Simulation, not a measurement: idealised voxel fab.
process module | voxel fin reveal
cross-section cut | 245 nm wide | cells 5 nm
A cross-section is a grid of square cells, given in bands from the top down. A band is one or more rows of cells.
Each band's line starts with the height of the band's top and of its bottom, in nm. Then come its materials from left to right, each with its width in nm. One material with "throughout" fills the band from edge to edge. "air" is empty space.
Height 0 is the level under which the wafer as received is all one material. The lowest band goes on downwards, as in "0 down".
A width such as "30 to 40" changes by the same amount from each row of cells to the next, from the band's top row to its bottom row.
"no change" after a step means that no cell of the cross-section changed.
closed voids: empty space of 8 cells or more with no open way to the top, each as width x height at its distance from the left edge, in nm
after a step's settings: what the simulator itself notes on the step
overlay nm, on a step with a mask: how far to the right of its planned place the mask lay; to the left if negative
plan
1 op RECEIVE | material Si
2 op CONFORMAL_DEP | material SiN | thk nm 5
3 op PATTERN | tone cover | mask id FINS | material resist | width nm 15 | pitch nm 35 | thk nm 20 | overlay nm 0
4 op DIRECTIONAL_ETCH | etch materials SiN | depth nm 5
5 op DIRECTIONAL_ETCH | etch materials Si | depth nm 40
6 op STRIP | etch materials resist
7 op OXIDIZE | depth nm 5
8 op FILL_DEP | material SiO2 | thk nm 15
9 op CMP | height nm 5
10 op SELECTIVE_ETCH | etch materials SiO2 | depth nm 20
11 op STRIP | etch materials SiN
varied across the wafers: thk nm of step 2. The plan shows the first wafer's value. All wafers start alike
first wafer as received, after step 1
  0 down: Si throughout
  closed voids: none
first wafer at the end, after step 11
  0 to -15: air 85 | Si 5 | air 30 | Si 5 | air 30 | Si 5 | air 85
  -15 to -45: SiO2 85 | Si 5 | SiO2 30 | Si 5 | SiO2 30 | Si 5 | SiO2 85
  -45 down: Si throughout
  closed voids: none
last wafer at the end
  0 down: Si throughout
  closed voids: none
each wafer at the end: cells of each material gained (+) or lost (-) since it was received, then its closed voids
thk nm 5 | -414 Si | +276 SiO2 | closed voids: none
thk nm 10 | no cell changed | closed voids: none
thk nm 15 | no cell changed | closed voids: none
thk nm 20 | no cell changed | closed voids: none
